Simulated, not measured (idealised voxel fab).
Herein follows the process module entitled voxel tone inversion.
Section cut is 260 nm wide and gridded with 5 nm square cells.
Cross-sections here: square-cell grids, written as top-down lists of bands, a band being one or more rows of cells.
Top, bottom (nm), then materials left to right with widths (nm); lone material tagged "full width" fills the whole band edge to edge; "air" = empty space.
A quick word on heights: they are counted from 0, and under that level the wafer as it came to us is one material throughout. The lowest band is different from the rest in having no bottom; it simply continues downward, written as in "z 0 and below".
A two-number width, for instance "30 to 40", indicates that the width is equal to the first number in the top row of the band and to the second number in the bottom row, and that it changes by a constant amount per row of cells.
The designation "remained the same", where it is given for a processing step, indicates that no cell of the cross-section was altered in the course of that step.
The list in "Closed void inventory" covers empty spaces of 8 cells or more that cannot reach the top through any open way, and it gives each as width x height at distance; the distance is from the left edge, and width, height and distance are in nm.
On each step's line, the part that comes after the settings is the simulator's own comment on the step.
Regarding "overlay nm": on a step with a mask, it is the distance the mask lay to the right of its planned place; a negative value places it to the left.
## Listed below are the process steps as planned
1: RECEIVE [material Si]
2: CONFORMAL_DEP [material SiCN] [thk nm 10]
3: DIRECTIONAL_DEP [material aC] [thk nm 25]
4: PATTERN [tone cover] [mask id POSTS] [material resist] [width nm 25] [pitch nm 55] [thk nm 35] [overlay nm 0]
5: DIRECTIONAL_ETCH [etch materials aC] [depth nm 25]
6: STRIP [etch materials resist]
7: FILL_DEP [material SiO2] [thk nm 5]
8: CMP [height nm 35]
9: STRIP [etch materials aC]
## Cross-section of the wafer upon arrival, representing the state reached after step 1
- z 0 and below: Si full width
- Closed void inventory: none
## End-of-module cross-section of the first of two wafers, processed as planned
- z 35 to 10: 60 SiO2 | 25 air | 30 SiO2 | 25 air | 30 SiO2 | 25 air | 65 SiO2
- z 10 to 0: SiCN full width
- z 0 and below: Si full width
- Closed void inventory: none
## Now the second wafer, cross-sectioned at the end of the module. Nothing different at the start, nothing different in the plan compared with the first, just one mistake when it was actually run
- z 35 to 25: SiCN full width
- z 25 to 0: aC full width
- z 0 and below: Si full width
- Closed void inventory: none
Want to know what went wrong? plan vs actual: 2 and 3 interchanged
The final cell counts differ between the wafers, with the second having more or fewer of some materials than the first: SiO2: 185 fewer, aC: 260 more
